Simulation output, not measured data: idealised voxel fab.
Process module name: voxel self aligned vias
Section shown: cut. Width: 175 nm. Cell size: 5 nm, square.
When this document writes out a cross-section, it uses a grid of square cells and lists it as bands, beginning at the top and moving down, with a band standing for one or more rows of cells.
Band: top and bottom heights (nm) first, top before bottom; then materials from left to right, widths in nm. "edge to edge" marks a sole material filling the band edge to edge. "air" denotes empty space.
Ref level 0: as-received wafer is one material below here. Bottom band extends down with no lower bound ("0 down").
So if you see something like "30 to 40" for the width, read it as the top row of the band sitting at the first number and the bottom row at the second, with every row in between moving by the same amount as the last.
"same as before", as given for a step, is the statement that not any cell of the cross-section underwent a change during that step.
"Unvented voids" contains a list of empty spaces, each no smaller than 8 cells and without an open way to the top, written in the form width x height at distance with the distance from the left edge and all three in nm.
after a step's settings: what the simulator itself notes on the step
For masked steps, "overlay nm" on the step line gives how far right of plan the mask actually lay; a minus sign means it lay to the left.
**Set out below are the planned steps of the process**
1 RECEIVE,material Si
2 CONFORMAL_DEP,material SiO2,thk nm 10
3 CONFORMAL_DEP,material SiCN,thk nm 5
4 DIRECTIONAL_DEP,material SiO2,thk nm 25
5 MASKED_ETCH,tone open,mask id LINES,width nm 25,pitch nm 55,etch materials SiO2,depth nm 25,overlay nm 0
6 CONFORMAL_DEP,material TiN,thk nm 5
7 FILL_DEP,material W,thk nm 5
8 CMP,height nm 40
9 SELECTIVE_ETCH,etch materials W Ru TiN,depth nm 5
10 FILL_DEP,material SiN,thk nm 5
11 CMP,height nm 40
12 DIRECTIONAL_DEP,material SiO2,thk nm 15
13 DIRECTIONAL_DEP,material aC,thk nm 10
14 PATTERN,tone open,mask id VIAS,material resist,width nm 35,pitch nm 55,thk nm 25,overlay nm 0
15 DIRECTIONAL_ETCH,etch materials aC,depth nm 10
16 STRIP,etch materials resist
17 DIRECTIONAL_ETCH,etch materials SiO2,depth nm 15
18 DIRECTIONAL_ETCH,etch materials SiN,depth nm 5
19 STRIP,etch materials aC
20 CONFORMAL_DEP,material TiN,thk nm 5
21 FILL_DEP,material Ru,thk nm 5
22 CMP,height nm 55
23 CONFORMAL_DEP,material SiN,thk nm 5
**Cross-section of the wafer at receipt, which is the condition after step 1**
    0 down  Si edge to edge
    Unvented voids: none
**Cross-section: first of two wafers, module finished, run according to plan**
    60 to 55  SiN edge to edge
    55 to 45  40 of SiO2 / 5 of TiN / 25 of Ru / 5 of TiN / 20 of SiO2 / 5 of TiN / 25 of Ru / 5 of TiN / 45 of SiO2
    45 to 40  40 of SiO2 / 10 of TiN / 15 of Ru / 10 of TiN / 20 of SiO2 / 10 of TiN / 15 of Ru / 10 of TiN / 45 of SiO2
    40 to 35  45 of SiO2 / 25 of TiN / 30 of SiO2 / 25 of TiN / 50 of SiO2
    35 to 20  45 of SiO2 / 5 of TiN / 15 of W / 5 of TiN / 30 of SiO2 / 5 of TiN / 15 of W / 5 of TiN / 50 of SiO2
    20 to 15  45 of SiO2 / 25 of TiN / 30 of SiO2 / 25 of TiN / 50 of SiO2
    15 to 10  SiCN edge to edge
    10 to 0  SiO2 edge to edge
    0 down  Si edge to edge
    Unvented voids: none
**Wafer two cross-section, module end. Start and plan unchanged from wafer one; one mistake made during the run**
    60 to 55  SiN edge to edge
    55 to 45  40 of SiO2 / 5 of TiN / 25 of Ru / 5 of TiN / 20 of SiO2 / 5 of TiN / 25 of Ru / 5 of TiN / 45 of SiO2
    45 to 40  40 of SiO2 / 15 of TiN / 5 of Ru / 15 of TiN / 20 of SiO2 / 15 of TiN / 5 of Ru / 15 of TiN / 45 of SiO2
    40 to 35  50 of SiO2 / 15 of TiN / 40 of SiO2 / 15 of TiN / 55 of SiO2
    35 to 20  50 of SiO2 / 5 of TiN / 5 of W / 5 of TiN / 40 of SiO2 / 5 of TiN / 5 of W / 5 of TiN / 55 of SiO2
    20 to 15  50 of SiO2 / 15 of TiN / 40 of SiO2 / 15 of TiN / 55 of SiO2
    15 to 10  SiCN edge to edge
    10 to 0  SiO2 edge to edge
    0 down  Si edge to edge
    Unvented voids: none
Processing error: step 5 ran with different settings than intended, the actual operation and settings being MASKED_ETCH,tone open,mask id LINES,width nm 15,pitch nm 55,etch materials SiO2,depth nm 25,overlay nm 0
Per the end-of-run cell counts, the second wafer holds more or fewer of some materials than the first: 4 fewer of Ru, 20 more of SiO2, 4 fewer of TiN, 12 fewer of W
